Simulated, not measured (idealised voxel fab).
You're looking at the process module voxel ribs on slabs.
Pictured: cross-section cut, 150 nm wide, on a grid of 5 nm square cells.
In this document a cross-section is written as a grid of square cells. It is given as a series of bands, listed from the top down, and a band is one or more rows of cells. A band entry consists of two parts. The first gives the height of the band's top and the height of its bottom, in nm. The rest lists the band's materials from left to right, each with its width in nm. A single material labelled with the word "edge to edge" fills the band from edge to edge, and the word "empty" marks empty space. All heights in this document are referenced to 0, defined as the level beneath which the wafer, as received, consists entirely of one material. The lowest band is not bounded below; it extends indefinitely downward and is written in the form "0..down". It should be noted that a width expressed as "30 to 40" varies in equal increments from row to row of cells within the band, taking the value of the first number at the top row and that of the second number at the bottom row. Any step labelled "nothing altered" changed none of the cells in the cross-section. Any empty space of 8 cells or more lacking an open way to the top shows up in "Voids, enclosed" as width x height at distance, distance from the left edge, in nm. Where a step's line continues beyond its settings, the continuation is a remark by the simulator itself on that step. overlay nm: how far to the right of its planned place the mask lay on this masked step (negative: to the left).
# The steps planned for the process are as follows
1) RECEIVE (material Si)
2) DIRECTIONAL_DEP (material SiO2; thk nm 30)
3) DIRECTIONAL_DEP (material polySi; thk nm 20)
4) DIRECTIONAL_DEP (material aC; thk nm 15)
5) PATTERN (tone cover; mask id RIB; material resist; width nm 20; thk nm 30; overlay nm 0)
6) DIRECTIONAL_ETCH (etch materials aC; depth nm 15)
7) STRIP (etch materials resist)
8) DIRECTIONAL_ETCH (etch materials polySi; depth nm 15)
9) STRIP (etch materials aC)
10) PATTERN (tone cover; mask id SLAB; material resist; width nm 60; thk nm 15; overlay nm 0)
11) DIRECTIONAL_ETCH (etch materials polySi; depth nm 5)
12) STRIP (etch materials resist)
13) FILL_DEP (material SiO2; thk nm 25)
14) CMP (height nm 65)
15) DIRECTIONAL_DEP (material W; thk nm 5)
16) PATTERN (tone cover; mask id HEATER; material resist; width nm 30; thk nm 15; overlay nm 0)
17) DIRECTIONAL_ETCH (etch materials W; depth nm 5)
18) STRIP (etch materials resist)
19) CONFORMAL_DEP (material SiO2; thk nm 5)
# The first of a set of two wafers, run to plan
# So this is the incoming wafer in cross-section - it's already been through step 1
- 0..down  Si edge to edge
- Voids, enclosed: none
# Step 2 complete: cross-section through the wafer
- 30..0  SiO2 edge to edge
- Whatever lies below 0 is exactly as it was before.
# Step 3 complete: cross-section through the wafer
- 50..30  polySi edge to edge
- Whatever lies below 30 is exactly as it was before.
# Step 4 complete: cross-section through the wafer
- 65..50  aC edge to edge
- Whatever lies below 50 is exactly as it was before.
# Step 5 complete: cross-section through the wafer
- 95..65  65 nm empty, 20 nm resist, 65 nm empty
- Whatever lies below 65 is exactly as it was before.
# Step 6 complete: cross-section through the wafer
- 80..65  65 nm empty, 20 nm resist, 65 nm empty
- 65..50  65 nm empty, 20 nm aC, 65 nm empty
- Whatever lies below 50 is exactly as it was before.
# Step 7 complete: cross-section through the wafer
- 65..50  65 nm empty, 20 nm aC, 65 nm empty
- Whatever lies below 50 is exactly as it was before.
# Step 8 complete: cross-section through the wafer
- 65..50  65 nm empty, 20 nm aC, 65 nm empty
- 50..35  65 nm empty, 20 nm polySi, 65 nm empty
- Whatever lies below 35 is exactly as it was before.
# Step 9 complete: cross-section through the wafer
- 50..35  65 nm empty, 20 nm polySi, 65 nm empty
- Whatever lies below 35 is exactly as it was before.
# Step 10 complete: cross-section through the wafer
- 65..50  45 nm empty, 60 nm resist, 45 nm empty
- 50..35  45 nm empty, 20 nm resist, 20 nm polySi, 20 nm resist, 45 nm empty
- Whatever lies below 35 is exactly as it was before.
# Step 11 complete: cross-section through the wafer
- 65..50  45 nm empty, 60 nm resist, 45 nm empty
- 50..35  45 nm empty, 20 nm resist, 20 nm polySi, 20 nm resist, 45 nm empty
- 35..30  45 nm empty, 60 nm polySi, 45 nm empty
- Whatever lies below 30 is exactly as it was before.
# Step 12 complete: cross-section through the wafer
- 50..35  65 nm empty, 20 nm polySi, 65 nm empty
- Whatever lies below 35 is exactly as it was before.
# Step 13 complete: cross-section through the wafer
- 75..50  SiO2 edge to edge
- 50..35  65 nm SiO2, 20 nm polySi, 65 nm SiO2
- 35..30  45 nm SiO2, 60 nm polySi, 45 nm SiO2
- Whatever lies below 30 is exactly as it was before.
# Step 14 complete: cross-section through the wafer
- 65..50  SiO2 edge to edge
- Whatever lies below 50 is exactly as it was before.
# Step 15 complete: cross-section through the wafer
- 70..65  W edge to edge
- Whatever lies below 65 is exactly as it was before.
# Step 16 complete: cross-section through the wafer
- 85..70  60 nm empty, 30 nm resist, 60 nm empty
- Whatever lies below 70 is exactly as it was before.
# Step 17 complete: cross-section through the wafer
- 85..70  60 nm empty, 30 nm resist, 60 nm empty
- 70..65  60 nm empty, 30 nm W, 60 nm empty
- Whatever lies below 65 is exactly as it was before.
# Step 18 complete: cross-section through the wafer
- 70..65  60 nm empty, 30 nm W, 60 nm empty
- Whatever lies below 65 is exactly as it was before.
# Step 19 complete: cross-section through the wafer
- 75..70  55 nm empty, 40 nm SiO2, 55 nm empty
- 70..65  60 nm SiO2, 30 nm W, 60 nm SiO2
- Whatever lies below 65 is exactly as it was before.
# second wafer: like start, like plan, one mistake. Through step 2 it matches the first wafer
# Second wafer, cross-section, planned end of step 3
- 40..30  polySi edge to edge
- Whatever lies below 30 is exactly as it was before.
# Second wafer, cross-section, planned end of step 4
- 55..40  aC edge to edge
- Whatever lies below 40 is exactly as it was before.
# Second wafer, cross-section, planned end of step 5
- 85..55  65 nm empty, 20 nm resist, 65 nm empty
- Whatever lies below 55 is exactly as it was before.
# Second wafer, cross-section, planned end of step 6
- 70..55  65 nm empty, 20 nm resist, 65 nm empty
- 55..40  65 nm empty, 20 nm aC, 65 nm empty
- Whatever lies below 40 is exactly as it was before.
# Second wafer, cross-section, planned end of step 7
- 55..40  65 nm empty, 20 nm aC, 65 nm empty
- Whatever lies below 40 is exactly as it was before.
# Second wafer, cross-section, planned end of step 8
- 55..40  65 nm empty, 20 nm aC, 65 nm empty
- 40..30  65 nm empty, 20 nm polySi, 65 nm empty
- Whatever lies below 30 is exactly as it was before.
# Second wafer, cross-section, planned end of step 9
- 40..30  65 nm empty, 20 nm polySi, 65 nm empty
- Whatever lies below 30 is exactly as it was before.
# Second wafer, cross-section, planned end of step 10
- 55..40  45 nm empty, 60 nm resist, 45 nm empty
- 40..30  45 nm empty, 20 nm resist, 20 nm polySi, 20 nm resist, 45 nm empty
- Whatever lies below 30 is exactly as it was before.
Second wafer, cross-section, planned end of step 11: nothing altered
# Second wafer, cross-section, planned end of step 12
- 40..30  65 nm empty, 20 nm polySi, 65 nm empty
- Whatever lies below 30 is exactly as it was before.
# Second wafer, cross-section, planned end of step 13
- 65..40  SiO2 edge to edge
- 40..30  65 nm SiO2, 20 nm polySi, 65 nm SiO2
- Whatever lies below 30 is exactly as it was before.
Second wafer, cross-section, planned end of step 14: nothing altered
# Second wafer, cross-section, planned end of step 15
- 70..65  W edge to edge
- Whatever lies below 65 is exactly as it was before.
# Second wafer, cross-section, planned end of step 16
- 85..70  60 nm empty, 30 nm resist, 60 nm empty
- Whatever lies below 70 is exactly as it was before.
# Second wafer, cross-section, planned end of step 17
- 85..70  60 nm empty, 30 nm resist, 60 nm empty
- 70..65  60 nm empty, 30 nm W, 60 nm empty
- Whatever lies below 65 is exactly as it was before.
# Second wafer, cross-section, planned end of step 18
- 70..65  60 nm empty, 30 nm W, 60 nm empty
- Whatever lies below 65 is exactly as it was before.
# Second wafer, cross-section, planned end of step 19
- 75..70  55 nm empty, 40 nm SiO2, 55 nm empty
- 70..65  60 nm SiO2, 30 nm W, 60 nm SiO2
- Whatever lies below 65 is exactly as it was before.
Plan not followed: contrary to plan, step 3 was performed as DIRECTIONAL_DEP (material polySi; thk nm 10)
Counted in cells at the end, the second wafer holds more or fewer of these materials than the first: 16 more of SiO2 | 16 fewer of polySi
